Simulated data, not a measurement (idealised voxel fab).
Herein follows the process module entitled voxel wiring stack.
Cross-section cut spans 190 nm and uses square cells 5 nm in size.
In what follows, cross-sections appear as grids of square cells, described through bands that run from the top down, where every band is one or more rows of cells.
Band entry format. Leading values: height of top, height of bottom, nm. Remainder: materials in left-to-right order, each with its width in nm. Special words: "all across" on a single material, which then fills the band edge to edge; "blank", empty space.
Height datum 0, below which the as-received substrate wafer is one material. Lowest band open at the bottom, running downward: "0 and below".
The expression "30..40" gives the width at the extremes of the band, the first number at its top row of cells and the second at its bottom row, with the width changing by equal amounts from each row to the next in between.
"changes: none" (step): cross-section cells unchanged, all of them.
Heads up: "Unvented internal voids" only lists the empty pockets with no open path to the top that are 8 cells or more, and it writes them as width x height at distance, distance from the left edge, in nm.
It should be noted that, on the line of a given step, the content following the step's settings is a remark produced by the simulator itself with respect to that step.
overlay nm, on a step with a mask: how far to the right of its planned place the mask lay; to the left if negative
### Planned process steps
1) RECEIVE, material Si
2) CONFORMAL_DEP, material SiO2, thk nm 10
3) CONFORMAL_DEP, material SiCN, thk nm 5
4) DIRECTIONAL_DEP, material lowk, thk nm 20
5) DIRECTIONAL_DEP, material aC, thk nm 15
6) PATTERN, tone open, mask id METAL_1, material resist, width nm 25, pitch nm 55, thk nm 35, overlay nm 0
7) DIRECTIONAL_ETCH, etch materials aC, depth nm 15
8) STRIP, etch materials resist
9) DIRECTIONAL_ETCH, etch materials lowk, depth nm 20
10) DIRECTIONAL_ETCH, etch materials SiCN, depth nm 5
11) STRIP, etch materials aC
12) CONFORMAL_DEP, material TiN, thk nm 5
13) FILL_DEP, material Cu, thk nm 5
14) CMP, height nm 35
15) CONFORMAL_DEP, material SiCN, thk nm 5
16) DIRECTIONAL_DEP, material lowk, thk nm 10
17) DIRECTIONAL_DEP, material aC, thk nm 10
18) PATTERN, tone open, mask id PLUG_1, material resist, width nm 15, thk nm 30, overlay nm 0
19) DIRECTIONAL_ETCH, etch materials aC, depth nm 10
20) STRIP, etch materials resist
21) DIRECTIONAL_ETCH, etch materials lowk, depth nm 10
22) DIRECTIONAL_ETCH, etch materials SiCN, depth nm 5
23) STRIP, etch materials aC
24) EPI, material Ru, thk nm 10
25) EPI, material Ru, thk nm 5
26) DIRECTIONAL_DEP, material TiN, thk nm 5
27) DIRECTIONAL_DEP, material Ru, thk nm 15
28) DIRECTIONAL_DEP, material aC, thk nm 10
29) PATTERN, tone cover, mask id METAL_2, material resist, width nm 25, pitch nm 55, thk nm 30, overlay nm 0
30) DIRECTIONAL_ETCH, etch materials aC, depth nm 10
31) STRIP, etch materials resist
32) DIRECTIONAL_ETCH, etch materials Ru, depth nm 15
33) DIRECTIONAL_ETCH, etch materials TiN, depth nm 5
34) STRIP, etch materials aC
35) CONFORMAL_DEP, material SiN, thk nm 5
36) FILL_DEP, material SiO2, thk nm 10
37) CMP, height nm 70
38) CONFORMAL_DEP, material SiCN, thk nm 5
39) DIRECTIONAL_DEP, material lowk, thk nm 30
40) DIRECTIONAL_DEP, material aC, thk nm 15
41) PATTERN, tone open, mask id METAL_3, material resist, width nm 25, pitch nm 55, thk nm 35, overlay nm 0
42) DIRECTIONAL_ETCH, etch materials aC, depth nm 15
43) STRIP, etch materials resist
44) DIRECTIONAL_ETCH, etch materials lowk, depth nm 20
45) STRIP, etch materials aC
46) PATTERN, tone open, mask id METAL_3_HOLES, material resist, width nm 15, pitch nm 55, thk nm 15, overlay nm 0
47) DIRECTIONAL_ETCH, etch materials lowk, depth nm 10
48) DIRECTIONAL_ETCH, etch materials SiCN, depth nm 5
49) STRIP, etch materials resist
50) CONFORMAL_DEP, material TiN, thk nm 5
51) FILL_DEP, material Ru, thk nm 5
52) CMP, height nm 105
53) CONFORMAL_DEP, material SiCN, thk nm 5
54) DIRECTIONAL_DEP, material lowk, thk nm 25
55) MASKED_ETCH, tone open, mask id METAL_4_HOLES, width nm 15, pitch nm 55, etch materials lowk, depth nm 25, overlay nm 0
56) DIRECTIONAL_DEP, material aC, thk nm 10
57) PATTERN, tone open, mask id METAL_4, material resist, width nm 25, pitch nm 55, thk nm 30, overlay nm 0
58) DIRECTIONAL_ETCH, etch materials aC, depth nm 10
59) STRIP, etch materials resist
60) DIRECTIONAL_ETCH, etch materials lowk, depth nm 15
61) DIRECTIONAL_ETCH, etch materials SiCN, depth nm 5
62) STRIP, etch materials aC
63) CONFORMAL_DEP, material TiN, thk nm 5
64) FILL_DEP, material Cu, thk nm 10
65) CMP, height nm 135
66) CONFORMAL_DEP, material SiCN, thk nm 5
### Wafer as received: cross-section following step 1
> 0 and below = Si all across
> Unvented internal voids: none
### Final wafer profile in cross-section after the module, from the same start and plan as above, with one mistake made during processing
> 140 down to 135 = SiCN all across
> 135 down to 125 = 55 lowk / 5 TiN / 15 Cu / 5 TiN / 30 lowk / 5 TiN / 15 Cu / 5 TiN / 55 lowk
> 125 down to 120 = 55 lowk / 5 TiN / 5 Cu / 15 TiN / 30 lowk / 5 TiN / 5 Cu / 15 TiN / 55 lowk
> 120 down to 110 = 55 lowk / 5 TiN / 5 Cu / 5 TiN / 40 lowk / 5 TiN / 5 Cu / 5 TiN / 65 lowk
> 110 down to 105 = 55 SiCN / 15 TiN / 40 SiCN / 15 TiN / 65 SiCN
> 105 down to 100 = 55 lowk / 5 TiN / 5 Ru / 15 TiN / 30 lowk / 5 TiN / 5 Ru / 15 TiN / 55 lowk
> 100 down to 90 = 55 lowk / 5 TiN / 5 Ru / 5 TiN / 40 lowk / 5 TiN / 5 Ru / 5 TiN / 65 lowk
> 90 down to 85 = 55 SiCN / 15 TiN / 40 SiCN / 15 TiN / 65 SiCN
> 85 down to 75 = SiO2 all across
> 75 down to 70 = 50 SiO2 / 35 SiN / 20 SiO2 / 35 SiN / 50 SiO2
> 70 down to 55 = 50 SiO2 / 5 SiN / 25 Ru / 5 SiN / 20 SiO2 / 5 SiN / 25 Ru / 5 SiN / 50 SiO2
> 55 down to 50 = 55 SiN / 25 TiN / 30 SiN / 25 TiN / 55 SiN
> 50 down to 40 = 55 lowk / 15 Ru / 120 lowk
> 40 down to 35 = 55 SiCN / 15 Ru / 120 SiCN
> 35 down to 15 = 55 lowk / 5 TiN / 15 Cu / 5 TiN / 30 lowk / 5 TiN / 15 Cu / 5 TiN / 55 lowk
> 15 down to 10 = 55 SiCN / 25 TiN / 30 SiCN / 25 TiN / 55 SiCN
> 10 down to 0 = SiO2 all across
> 0 and below = Si all across
> Unvented internal voids: none
Heads up, the wafer didn't run the way we planned it: step 37 of the plan did not run at all; it was left out
